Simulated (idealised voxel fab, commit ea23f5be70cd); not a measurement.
Proc. module: voxel transistor to metal
Section shown: cut. Width: 295 nm. Cell size: 5 nm, square.
The cross-sections in this document take the form of a grid made of square cells. They are written out as bands, in order from top to bottom. Each band consists of one or more rows of cells. Quick guide to a band line: top height, bottom height (nm) up front; then every material left to right with its width in nm. Only one material and it's marked "full width"? Then it fills the band edge to edge. And "blank" just means empty space. Basically, 0 is our baseline, since under it the wafer straight out of the box is all one material. The bottom band has no lower end and keeps on going down, so it looks like "top 0, no bottom". A width given as "30 to 40" starts at the first number in the band's top row and ends at the second number in its bottom row, shifting by an equal amount at every step from row to row. Given "remained the same" for a step, no cell of the cross-section differs between before and after that step. Closed empty spaces (no open way to the top) of 8 cells or more are what "Closed cavities" lists, each as width x height at distance from the left edge, nm for all three. Post-settings text on a step line: simulator's own remark regarding the step. Each step line may optionally specify "overlay nm", which for a step with a mask gives the rightward distance between the mask's planned place and where it lay, a negative value indicating the leftward direction.

[Process steps (planned)]
| 1 | RECEIVE,material Si |
| 2 | CONFORMAL_DEP,material SiO2,thk nm 5 |
| 3 | CONFORMAL_DEP,material SiN,thk nm 10 |
| 4 | DIRECTIONAL_DEP,material aC,thk nm 10 |
| 5 | PATTERN,tone cover,mask id ACTIVE,material resist,width nm 95,pitch nm 120,thk nm 25,overlay nm 0 |
| 6 | DIRECTIONAL_ETCH,etch materials aC,depth nm 10 |
| 7 | STRIP,etch materials resist |
| 8 | DIRECTIONAL_ETCH,etch materials SiN,depth nm 10 |
| 9 | DIRECTIONAL_ETCH,etch materials SiO2,depth nm 5 |
| 10 | DIRECTIONAL_ETCH,etch materials Si,depth nm 30 |
| 11 | STRIP,etch materials aC |
| 12 | FILL_DEP,material SiO2,thk nm 10 |
| 13 | CMP,height nm 15 |
| 14 | SELECTIVE_ETCH,etch materials SiO2,depth nm 5 |
| 15 | STRIP,etch materials SiN |
| 16 | SELECTIVE_ETCH,etch materials SiO2,depth nm 5 |
| 17 | OXIDIZE,depth nm 5 |
| 18 | DIRECTIONAL_DEP,material polySi,thk nm 20 |
| 19 | DIRECTIONAL_DEP,material SiCN,thk nm 10 |
| 20 | MASKED_ETCH,tone cover,mask id GATE,width nm 25,pitch nm 120,etch materials SiCN,depth nm 20,overlay nm 0 |
| 21 | MASKED_ETCH,tone cover,mask id GATE,width nm 25,pitch nm 120,etch materials polySi,depth nm 30,overlay nm 0 |
| 22 | CONFORMAL_DEP,material SiO2,thk nm 5 |
| 23 | DIRECTIONAL_ETCH,etch materials SiO2,depth nm 5 |
| 24 | CONFORMAL_DEP,material SiN,thk nm 5 |
| 25 | DIRECTIONAL_ETCH,etch materials SiN,depth nm 5 |
| 26 | DIRECTIONAL_ETCH,etch materials SiO2,depth nm 5 |
| 27 | DIRECTIONAL_ETCH,etch materials Si,depth nm 15 |
| 28 | EPI,material nSi,thk nm 15 |
| 29 | FILL_DEP,material SiO2,thk nm 10 |
| 30 | CMP,height nm 20 |
| 31 | STRIP,etch materials polySi |
| 32 | SELECTIVE_ETCH,etch materials SiO2,depth nm 5 |
| 33 | CONFORMAL_DEP,material HfO2,thk nm 5 |
| 34 | CONFORMAL_DEP,material TiN,thk nm 5 |
| 35 | FILL_DEP,material W,thk nm 5 |
| 36 | CMP,height nm 15 |
| 37 | DIRECTIONAL_DEP,material SiO2,thk nm 10 |
| 38 | MASKED_ETCH,tone open,mask id CONTACT,width nm 15,etch materials SiO2,depth nm 15,overlay nm 0 |
| 39 | CONFORMAL_DEP,material TiN,thk nm 5 |
| 40 | FILL_DEP,material Ru,thk nm 10 |
| 41 | CMP,height nm 25 |
| 42 | DIRECTIONAL_DEP,material TiN,thk nm 5 |
| 43 | DIRECTIONAL_DEP,material Ru,thk nm 20 |
| 44 | DIRECTIONAL_DEP,material aC,thk nm 10 |
| 45 | PATTERN,tone cover,mask id METAL_1,material resist,width nm 15,thk nm 30,overlay nm 0 |
| 46 | DIRECTIONAL_ETCH,etch materials aC,depth nm 10 |
| 47 | STRIP,etch materials resist |
| 48 | DIRECTIONAL_ETCH,etch materials Ru,depth nm 20 |
| 49 | DIRECTIONAL_ETCH,etch materials TiN,depth nm 5 |
| 50 | STRIP,etch materials aC |
| 51 | CONFORMAL_DEP,material SiCN,thk nm 5 |
| 52 | FILL_DEP,material SiO2,thk nm 10 |
| 53 | CMP,height nm 50 |
| 54 | CONFORMAL_DEP,material SiCN,thk nm 5 |

[The cross-section here shows the wafer as received, i.e. in its state after step 1]
> top 0, no bottom: Si full width
> Closed cavities: none

[End-of-module cross-section. Starting structure and process plan as above; one mistake made in running it]
> top 55, bottom 50: SiCN full width
> top 50, bottom 30: SiO2 40, SiCN 5, Ru 15, SiCN 5, SiO2 45, SiCN 5, Ru 15, SiCN 5, SiO2 25, SiCN 5, Ru 15, SiCN 5, SiO2 45, SiCN 5, Ru 15, SiCN 5, SiO2 40
> top 30, bottom 25: SiCN 45, TiN 15, SiCN 55, TiN 15, SiCN 35, TiN 15, SiCN 55, TiN 15, SiCN 45
> top 25, bottom 15: SiO2 45, TiN 5, Ru 5, TiN 5, SiO2 55, TiN 5, Ru 5, TiN 5, SiO2 35, TiN 5, Ru 5, TiN 5, SiO2 55, TiN 5, Ru 5, TiN 5, SiO2 45
> top 15, bottom 10: SiO2 45, TiN 15, SiO2 5, SiN 5, HfO2 5, TiN 5, W 15, TiN 5, HfO2 5, SiN 5, SiO2 5, TiN 15, SiO2 35, TiN 15, SiO2 5, SiN 5, HfO2 5, TiN 5, W 15, TiN 5, HfO2 5, SiN 5, SiO2 5, TiN 15, SiO2 45
> top 10, bottom 5: SiO2 45, nSi 20, SiN 5, HfO2 5, TiN 5, W 15, TiN 5, HfO2 5, SiN 5, nSi 25, SiO2 30, nSi 20, SiN 5, HfO2 5, TiN 5, W 15, TiN 5, HfO2 5, SiN 5, nSi 25, SiO2 40
> top 5, bottom 0: SiO2 45, SiN 5, nSi 15, SiN 5, HfO2 5, TiN 25, HfO2 5, SiN 5, nSi 20, SiN 5, SiO2 30, SiN 5, nSi 15, SiN 5, HfO2 5, TiN 25, HfO2 5, SiN 5, nSi 20, SiN 5, SiO2 40
> top 0, bottom -5: SiO2 50, nSi 15, SiO2 5, HfO2 35, SiO2 5, nSi 20, SiO2 40, nSi 15, SiO2 5, HfO2 35, SiO2 5, nSi 20, SiO2 45
> top -5, bottom -20: SiO2 45, Si 5, nSi 15, Si 45, nSi 20, Si 5, SiO2 30, Si 5, nSi 15, Si 45, nSi 20, Si 5, SiO2 40
> top -20, bottom -30: SiO2 45, Si 90, SiO2 30, Si 90, SiO2 40
> top -30, no bottom: Si full width
> Closed cavities: none
It is concluded that the wafer was processed incorrectly with respect to the plan, in that step 5 deviated from plan and actually ran as PATTERN,tone cover,mask id ACTIVE,material resist,width nm 90,pitch nm 120,thk nm 25,overlay nm 0
